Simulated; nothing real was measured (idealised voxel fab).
Process module heading - voxel tone inversion
255 nm wide, 5 nm square cells: that's cross-section cut.
Cross-section = grid of square cells, listed top down in bands; band = one or more rows.
This entry defines a band. It first specifies the height of the band's top and the height of its bottom in nm, and then specifies the band's materials from left to right, stating each material with its width in nm. The word "edge to edge" identifies a single material that fills the band from edge to edge, while the word "blank" identifies empty space.
Heights are expressed relative to 0, this being the level below which the as-received wafer comprises one material exclusively. The lowest band is unbounded in the downward direction and is denoted as in "0 -> down".
When a width is written as two numbers, as in "30 to 40", the first number is the width in the top row of cells of the band and the second is the width in its bottom row, and the width changes by the same amount from each row to the next.
Step note "no alterations made" = no cross-section cell changed.
"Trapped voids" contains a list of empty spaces, each no smaller than 8 cells and without an open way to the top, written in the form width x height at distance with the distance from the left edge and all three in nm.
Post-settings text on a step line: simulator's own remark regarding the step.
overlay nm: how far to the right of its planned place the mask lay on this masked step (negative: to the left).

Process steps - plan
- 1: op RECEIVE | material Si
- 2: op CONFORMAL_DEP | material SiN | thk nm 10
- 3: op DIRECTIONAL_DEP | material polySi | thk nm 25
- 4: op PATTERN | tone cover | mask id POSTS | material resist | width nm 25 | pitch nm 40 | thk nm 30 | overlay nm 0
- 5: op DIRECTIONAL_ETCH | etch materials polySi | depth nm 25
- 6: op STRIP | etch materials resist
- 7: op FILL_DEP | material lowk | thk nm 5
- 8: op CMP | height nm 35
- 9: op STRIP | etch materials polySi
- 10: op CONFORMAL_DEP | material TiN | thk nm 5
- 11: op FILL_DEP | material Cu | thk nm 10
- 12: op CMP | height nm 35
- 13: op CONFORMAL_DEP | material SiCN | thk nm 5

Cross-section: wafer on arrival = after step 1
	0 -> down = Si edge to edge
	Trapped voids: none

End-of-module cross-section of the first of two wafers, processed as planned
	40 -> 35 = SiCN edge to edge
	35 -> 15 = 95 lowk  5 TiN  15 Cu  5 TiN  15 lowk  5 TiN  15 Cu  5 TiN  95 lowk
	15 -> 10 = 95 lowk  25 TiN  15 lowk  25 TiN  95 lowk
	10 -> 0 = SiN edge to edge
	0 -> down = Si edge to edge
	Trapped voids: none

Second wafer cross-section at end of module - shared start and plan with the first, one mistake in the run
	40 -> 35 = SiCN edge to edge
	35 -> 15 = 95 lowk  5 SiN  15 Cu  5 SiN  15 lowk  5 SiN  15 Cu  5 SiN  95 lowk
	15 -> 10 = 95 lowk  25 SiN  15 lowk  25 SiN  95 lowk
	10 -> 0 = SiN edge to edge
	0 -> down = Si edge to edge
	Trapped voids: none
What broke from the plan during processing? planned and actual differ for step 10; actual: op CONFORMAL_DEP | material SiN | thk nm 5
Upon completion, the second wafer contains, in terms of cells, a greater or smaller amount of certain materials than the first wafer: +26 SiN, -26 TiN
